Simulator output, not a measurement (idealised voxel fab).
Proc. module: voxel self aligned vias
Square cell edge 5 nm, section width 265 nm, ID cut.
Think of the cross-section as a grid of square cells. We describe it in bands, top to bottom, and each band covers one or more rows of those cells.
Band entry format. Leading values: height of top, height of bottom, nm. Remainder: materials in left-to-right order, each with its width in nm. Special words: "full width" on a single material, which then fills the band edge to edge; "empty", empty space.
Convention: height 0 is the level below which the wafer, as received, is all one material. The lowest band does not terminate at the bottom but continues downward, represented as "z 0 and below".
It should be noted that a width expressed as "30 to 40" varies in equal increments from row to row of cells within the band, taking the value of the first number at the top row and that of the second number at the bottom row.
Where the words "remained the same" appear for a step, the cross-section shows no cell changed by that step; every cell remained as before.
Look at "Closed void inventory" for the closed voids: empty spaces with no open path to the top, sized 8 cells or up. Each is width x height at distance, distance from the left edge, all nm.
Read whatever lies past the settings on a step's line as the simulator's own remark about the step.
overlay nm: mask right of planned place by this much (step with mask). Neg. = left.

STEPS PLANNED FOR THE PROCESS
step 1: op RECEIVE | material Si
step 2: op CONFORMAL_DEP | material SiO2 | thk nm 10
step 3: op CONFORMAL_DEP | material SiCN | thk nm 5
step 4: op DIRECTIONAL_DEP | material SiO2 | thk nm 25
step 5: op MASKED_ETCH | tone open | mask id LINES | width nm 25 | pitch nm 60 | etch materials SiO2 | depth nm 25 | overlay nm 0
step 6: op CONFORMAL_DEP | material TiN | thk nm 5
step 7: op FILL_DEP | material W | thk nm 10
step 8: op CMP | height nm 40
step 9: op SELECTIVE_ETCH | etch materials W Ru TiN | depth nm 5
step 10: op FILL_DEP | material SiN | thk nm 10
step 11: op CMP | height nm 40
step 12: op DIRECTIONAL_DEP | material SiO2 | thk nm 20
step 13: op PATTERN | tone open | mask id VIAS | material resist | width nm 35 | pitch nm 120 | thk nm 20 | overlay nm 0
step 14: op DIRECTIONAL_ETCH | etch materials SiO2 | depth nm 20
step 15: op DIRECTIONAL_ETCH | etch materials SiN | depth nm 5
step 16: op STRIP | etch materials resist
step 17: op CONFORMAL_DEP | material TiN | thk nm 5
step 18: op FILL_DEP | material Ru | thk nm 5
step 19: op CMP | height nm 60
step 20: op CONFORMAL_DEP | material SiN | thk nm 5

CROSS-SECTION OF THE WAFER UPON ARRIVAL, REPRESENTING THE STATE REACHED AFTER STEP 1
    z 0 and below | Si full width
    Closed void inventory: none

STARTING STRUCTURE AND PROCESS PLAN ARE AS SHOWN ABOVE, BUT ONE MISTAKE WAS MADE IN RUNNING THE MODULE; THE WAFER CROSS-SECTION AT THE END OF THE MODULE FOLLOWS
    z 65 to 60 | SiN full width
    z 60 to 40 | 55 SiO2 | 5 TiN | 25 Ru | 5 TiN | 85 SiO2 | 5 TiN | 25 Ru | 5 TiN | 55 SiO2
    z 40 to 35 | 55 SiN | 35 TiN | 85 SiN | 35 TiN | 55 SiN
    z 35 to 15 | 60 SiO2 | 5 TiN | 15 W | 5 TiN | 35 SiO2 | 5 TiN | 15 W | 5 TiN | 35 SiO2 | 5 TiN | 15 W | 5 TiN | 60 SiO2
    z 15 to 10 | 60 SiO2 | 25 TiN | 35 SiO2 | 25 TiN | 35 SiO2 | 25 TiN | 60 SiO2
    z 10 to 0 | SiO2 full width
    z 0 and below | Si full width
    Closed void inventory: none
What was the processing mistake? step 3 of the plan got skipped, so it never ran
